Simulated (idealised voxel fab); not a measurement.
The name of this process module is voxel local oxidation.
Cross-section cut: width 295 nm, square cells of 5 nm.
Reading order for cross-sections: top band down to bottom band. Underlying form: a grid of square cells. Band size: one or more rows of cells.
A band entry consists of two parts. The first gives the height of the band's top and the height of its bottom, in nm. The rest lists the band's materials from left to right, each with its width in nm. A single material labelled with the word "full width" fills the band from edge to edge, and the word "empty" marks empty space.
Beneath 0, the wafer as received is one material, and that level is where height counting begins. The lowest band goes on downward without a bottom; it is written like "0 and below".
Note: "30..40" means the width goes from the first number (top row of the band) to the second number (bottom row) in equal steps per row of cells.
It should be understood that the words "nothing different", when stated for a given step, signify that the cross-section underwent no change in any of its cells during that step.
Reported under the label "Enclosed empty spaces" are the empty spaces having no open way to the top and comprising 8 cells or more; the notation for each is width x height at distance, in which the distance is measured from the left edge and all three values are in nm.
On each step's line, the part that comes after the settings is the simulator's own comment on the step.
overlay nm: right-of-plan distance of the mask on a masked step; negative values mean left-of-plan.

-- Planned step list for the process
- 1: RECEIVE: material Si
- 2: CONFORMAL_DEP: material SiO2, thk nm 5
- 3: CONFORMAL_DEP: material SiN, thk nm 10
- 4: DIRECTIONAL_DEP: material aC, thk nm 10
- 5: PATTERN: tone cover, mask id ACTIVE, material resist, width nm 85, pitch nm 135, thk nm 30, overlay nm 0
- 6: DIRECTIONAL_ETCH: etch materials aC, depth nm 10
- 7: STRIP: etch materials resist
- 8: DIRECTIONAL_ETCH: etch materials SiN, depth nm 10
- 9: STRIP: etch materials aC
- 10: SELECTIVE_ETCH: etch materials SiO2, depth nm 5
- 11: OXIDIZE: depth nm 15
- 12: STRIP: etch materials SiN
Split variable: width nm, step 5. Plan value = first wafer. Wafers start alike.

-- Cross-section of the first of several wafers as received (after step 1)
	0 and below | Si full width
	Enclosed empty spaces: none

-- What follows is a table in which each wafer occupies a row; for the wafer as it stands at the close of the module, the row states, material by material, how many cells have been gained (+) or lost (-) since receipt, and then gives its closed voids
width nm 85, -123 Si, +153 SiO2, Enclosed empty spaces: none
width nm 90, -117 Si, +149 SiO2, Enclosed empty spaces: none
width nm 95, -111 Si, +145 SiO2, Enclosed empty spaces: none
width nm 100, -105 Si, +141 SiO2, Enclosed empty spaces: none
width nm 105, -99 Si, +137 SiO2, Enclosed empty spaces: none
width nm 110, -93 Si, +133 SiO2, Enclosed empty spaces: none
